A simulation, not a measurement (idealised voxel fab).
You're looking at the process module voxel double patterning.
Cross-section cut spans 255 nm and uses square cells 5 nm in size.
Cross-section spec: square-cell grid; bands listed top down; each band is one or more rows. Heads up on the band format: heights come first, top then bottom, in nm. After that it's the materials left to right, each with its width in nm. A single material flagged "full width" fills the whole band edge to edge, and "air" means there's empty space there. Basically, 0 is our baseline, since under it the wafer straight out of the box is all one material. The bottom band has no lower end and keeps on going down, so it looks like "0 and below". Read "30..40" as a graded width: first number on top, second number at the bottom, same change between each pair of neighbouring rows. "no modifications" after a step means that no cell of the cross-section changed. If an empty space has no open way to the top and is at least 8 cells in size, "Closed cavities" lists it, written width x height at distance, where distance is measured from the left edge and every value is in nm. What comes after the settings on a step's line is commentary from the simulator itself on that step. overlay nm: on a step with a mask, how far right of its planned place the mask lay; negative means left.
# Intended process steps
- 1: RECEIVE: material Si
- 2: CONFORMAL_DEP: material SiN, thk nm 10
- 3: DIRECTIONAL_DEP: material SiO2, thk nm 15
- 4: DIRECTIONAL_DEP: material SiCN, thk nm 5
- 5: DIRECTIONAL_DEP: material aC, thk nm 10
- 6: PATTERN: tone open, mask id FIRST, material resist, width nm 15, pitch nm 50, thk nm 25, overlay nm 0
- 7: DIRECTIONAL_ETCH: etch materials aC, depth nm 10
- 8: STRIP: etch materials resist
- 9: DIRECTIONAL_ETCH: etch materials SiCN, depth nm 5
- 10: STRIP: etch materials aC
- 11: MASKED_ETCH: tone open, mask id SECOND, width nm 15, etch materials SiCN, depth nm 5, overlay nm 0
- 12: DIRECTIONAL_ETCH: etch materials SiO2, depth nm 15
- 13: STRIP: etch materials SiCN
# As-received state of the wafer in cross-section, equivalent to post-step 1
* 0 and below = Si full width
* Closed cavities: none
# Cross-section, end of module. Start: as above. Plan: as above. Execution: one mistake
* 15 down to 0 = 95 nm SiO2, then 15 nm air, then 10 nm SiO2, then 15 nm air, then 10 nm SiO2, then 15 nm air, then 95 nm SiO2
* 0 and below = Si full width
* Closed cavities: none
What was done differently from what was planned? step 2 of the plan did not run at all; it was left out
